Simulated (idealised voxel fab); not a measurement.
You're looking at the process module voxel quadruple lines.
Shown is cross-section cut, with a width of 275 nm and square cells of size 5 nm.
Cross-section layout: square cells on a grid; listed as bands, top to bottom; a band spans one or more cell rows.
This entry defines a band. It first specifies the height of the band's top and the height of its bottom in nm, and then specifies the band's materials from left to right, stating each material with its width in nm. The word "throughout" identifies a single material that fills the band from edge to edge, while the word "blank" identifies empty space.
Where do heights start? At 0: under that level the wafer as delivered is made of one material only. And the lowest band has no floor; it just carries on downward, as in "0 and below".
Read "30->40" as a graded width: first number on top, second number at the bottom, same change between each pair of neighbouring rows.
No cell of the cross-section changed in a step that is given as "identical to before".
Listed in "Listed closed voids": every empty space of 8 or more cells without an open way to the top. Form: width x height at distance, the distance being from the left edge, all in nm.
Where a step's line continues beyond its settings, the continuation is a remark by the simulator itself on that step.
A step line may carry the setting "overlay nm", which, for steps involving a mask, states the distance by which the mask lay to the right of its intended position; negative values denote displacement to the left.
### The steps planned for the process are as follows
1) op RECEIVE | material Si
2) op CONFORMAL_DEP | material SiO2 | thk nm 10
3) op DIRECTIONAL_DEP | material Ru | thk nm 10
4) op DIRECTIONAL_DEP | material polySi | thk nm 15
5) op DIRECTIONAL_DEP | material aC | thk nm 25
6) op PATTERN | tone cover | mask id MANDREL | material resist | width nm 25 | thk nm 35 | overlay nm 0
7) op DIRECTIONAL_ETCH | etch materials aC | depth nm 25
8) op STRIP | etch materials resist
9) op CONFORMAL_DEP | material SiO2 | thk nm 15
10) op DIRECTIONAL_ETCH | etch materials SiO2 | depth nm 15
11) op STRIP | etch materials aC
12) op DIRECTIONAL_ETCH | etch materials polySi | depth nm 15
13) op STRIP | etch materials SiO2
14) op CONFORMAL_DEP | material SiCN | thk nm 5
15) op DIRECTIONAL_ETCH | etch materials SiCN | depth nm 5
16) op STRIP | etch materials polySi
17) op DIRECTIONAL_ETCH | etch materials Ru | depth nm 10
18) op STRIP | etch materials SiCN
### So this is the incoming wafer in cross-section - it's already been through step 1
    0 and below  Si throughout
    Listed closed voids: none
### Starting wafer: above. Plan: above. Run: one mistake. Cross-section after the module: below
    25 down to 10  Ru throughout
    10 down to 0  SiO2 throughout
    0 and below  Si throughout
    Listed closed voids: none
What was the processing mistake? note that step 4 departed from the planned setting and was carried out as op DIRECTIONAL_DEP | material Ru | thk nm 15
